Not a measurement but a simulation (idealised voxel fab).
Documented hereafter: the process module known as voxel ribs on slabs.
This is section cut - it's 290 nm across, gridded in 5 nm square cells.
This document writes a cross-section as a grid whose cells are square, and gives it as bands, listed from the top down; one or more rows of cells form a band.
Each band's line starts with the height of the band's top and of its bottom, in nm. Then come its materials from left to right, each with its width in nm. One material with "everywhere" fills the band from edge to edge. "blank" is empty space.
Heights are expressed relative to 0, this being the level below which the as-received wafer comprises one material exclusively. The lowest band is unbounded in the downward direction and is denoted as in "z 0 and below".
Per-row width for "30..40": begins at first number (top row of band), ends at second number (bottom row), increment between rows held constant.
You'll sometimes find "changes: none" written for a step, and that's the way of saying that nowhere in the cross-section did a cell change during that step.
Reported under the label "Non-vented voids" are the empty spaces having no open way to the top and comprising 8 cells or more; the notation for each is width x height at distance, in which the distance is measured from the left edge and all three values are in nm.
Read whatever lies past the settings on a step's line as the simulator's own remark about the step.
overlay nm: where the mask lay relative to plan, measured to the right, on steps with a mask; negatives go left.

-- Process steps - plan
- 1: RECEIVE: material Si
- 2: DIRECTIONAL_DEP: material SiO2, thk nm 25
- 3: DIRECTIONAL_DEP: material polySi, thk nm 20
- 4: DIRECTIONAL_DEP: material aC, thk nm 15
- 5: PATTERN: tone cover, mask id RIB, material resist, width nm 25, thk nm 35, overlay nm 0
- 6: DIRECTIONAL_ETCH: etch materials aC, depth nm 15
- 7: STRIP: etch materials resist
- 8: DIRECTIONAL_ETCH: etch materials polySi, depth nm 5
- 9: STRIP: etch materials aC
- 10: DIRECTIONAL_DEP: material aC, thk nm 15
- 11: PATTERN: tone cover, mask id SLAB, material resist, width nm 85, thk nm 30, overlay nm 0
- 12: DIRECTIONAL_ETCH: etch materials aC, depth nm 15
- 13: STRIP: etch materials resist
- 14: DIRECTIONAL_ETCH: etch materials polySi, depth nm 15
- 15: STRIP: etch materials aC
- 16: FILL_DEP: material SiO2, thk nm 20
- 17: CMP: height nm 55
- 18: DIRECTIONAL_DEP: material TiN, thk nm 10
- 19: PATTERN: tone cover, mask id HEATER, material resist, width nm 35, thk nm 20, overlay nm 0
- 20: DIRECTIONAL_ETCH: etch materials TiN, depth nm 10
- 21: STRIP: etch materials resist
- 22: CONFORMAL_DEP: material SiO2, thk nm 10

-- So, the first of our two wafers, run just as we planned it

-- Cross-sectional view of the wafer in its as-received condition, corresponding to the state after step 1
    z 0 and below | Si everywhere
    Non-vented voids: none

-- Cross-sectional representation of the wafer at the conclusion of step 2
    z 25 to 0 | SiO2 everywhere
    Whatever lies below 0 is exactly as it was before.

-- Cross-sectional representation of the wafer at the conclusion of step 3
    z 45 to 25 | polySi everywhere
    Whatever lies below 25 is exactly as it was before.

-- Cross-sectional representation of the wafer at the conclusion of step 4
    z 60 to 45 | aC everywhere
    Whatever lies below 45 is exactly as it was before.

-- Cross-sectional representation of the wafer at the conclusion of step 5
    z 95 to 60 | blank (130); resist (25); blank (135)
    Whatever lies below 60 is exactly as it was before.

-- Cross-sectional representation of the wafer at the conclusion of step 6
    z 80 to 60 | blank (130); resist (25); blank (135)
    z 60 to 45 | blank (130); aC (25); blank (135)
    Whatever lies below 45 is exactly as it was before.

-- Cross-sectional representation of the wafer at the conclusion of step 7
    z 60 to 45 | blank (130); aC (25); blank (135)
    Whatever lies below 45 is exactly as it was before.

-- Cross-sectional representation of the wafer at the conclusion of step 8
    z 60 to 45 | blank (130); aC (25); blank (135)
    z 45 to 40 | blank (130); polySi (25); blank (135)
    Whatever lies below 40 is exactly as it was before.

-- Cross-sectional representation of the wafer at the conclusion of step 9
    z 45 to 40 | blank (130); polySi (25); blank (135)
    Whatever lies below 40 is exactly as it was before.

-- Cross-sectional representation of the wafer at the conclusion of step 10
    z 60 to 55 | blank (130); aC (25); blank (135)
    z 55 to 45 | aC everywhere
    z 45 to 40 | aC (130); polySi (25); aC (135)
    Whatever lies below 40 is exactly as it was before.

-- Cross-sectional representation of the wafer at the conclusion of step 11
    z 90 to 60 | blank (100); resist (85); blank (105)
    z 60 to 55 | blank (100); resist (30); aC (25); resist (30); blank (105)
    Whatever lies below 55 is exactly as it was before.

-- Cross-sectional representation of the wafer at the conclusion of step 12
    z 75 to 60 | blank (100); resist (85); blank (105)
    z 60 to 55 | blank (100); resist (30); aC (25); resist (30); blank (105)
    z 55 to 45 | blank (100); aC (85); blank (105)
    z 45 to 40 | blank (100); aC (30); polySi (25); aC (30); blank (105)
    Whatever lies below 40 is exactly as it was before.

-- Cross-sectional representation of the wafer at the conclusion of step 13
    z 60 to 55 | blank (130); aC (25); blank (135)
    Whatever lies below 55 is exactly as it was before.

-- Cross-sectional representation of the wafer at the conclusion of step 14
    z 60 to 55 | blank (130); aC (25); blank (135)
    z 55 to 45 | blank (100); aC (85); blank (105)
    z 45 to 40 | blank (100); aC (30); polySi (25); aC (30); blank (105)
    z 40 to 25 | blank (100); polySi (85); blank (105)
    Whatever lies below 25 is exactly as it was before.

-- Cross-sectional representation of the wafer at the conclusion of step 15
    z 45 to 40 | blank (130); polySi (25); blank (135)
    Whatever lies below 40 is exactly as it was before.

-- Cross-sectional representation of the wafer at the conclusion of step 16
    z 65 to 45 | SiO2 everywhere
    z 45 to 40 | SiO2 (130); polySi (25); SiO2 (135)
    z 40 to 25 | SiO2 (100); polySi (85); SiO2 (105)
    Whatever lies below 25 is exactly as it was before.

-- Cross-sectional representation of the wafer at the conclusion of step 17
    z 55 to 45 | SiO2 everywhere
    Whatever lies below 45 is exactly as it was before.

-- Cross-sectional representation of the wafer at the conclusion of step 18
    z 65 to 55 | TiN everywhere
    Whatever lies below 55 is exactly as it was before.

-- Cross-sectional representation of the wafer at the conclusion of step 19
    z 85 to 65 | blank (125); resist (35); blank (130)
    Whatever lies below 65 is exactly as it was before.

-- Cross-sectional representation of the wafer at the conclusion of step 20
    z 85 to 65 | blank (125); resist (35); blank (130)
    z 65 to 55 | blank (125); TiN (35); blank (130)
    Whatever lies below 55 is exactly as it was before.

-- Cross-sectional representation of the wafer at the conclusion of step 21
    z 65 to 55 | blank (125); TiN (35); blank (130)
    Whatever lies below 55 is exactly as it was before.

-- Cross-sectional representation of the wafer at the conclusion of step 22
    z 75 to 65 | blank (115); SiO2 (55); blank (120)
    z 65 to 55 | SiO2 (125); TiN (35); SiO2 (130)
    Whatever lies below 55 is exactly as it was before.

-- Wafer two of two - same starting point, same process plan, one mistake in execution; matches wafer one up to and including step 21

-- Second wafer: cross-section at the scheduled end of step 22
    z 70 to 65 | blank (120); SiO2 (45); blank (125)
    z 65 to 60 | blank (120); SiO2 (5); TiN (35); SiO2 (5); blank (125)
    z 60 to 55 | SiO2 (125); TiN (35); SiO2 (130)
    Whatever lies below 55 is exactly as it was before.
It is concluded that the wafer was processed incorrectly with respect to the plan, in that rather than as planned, step 22 actually ran as CONFORMAL_DEP: material SiO2, thk nm 5
Upon completion, the second wafer contains, in terms of cells, a greater or smaller amount of certain materials than the first wafer: SiO2 -62
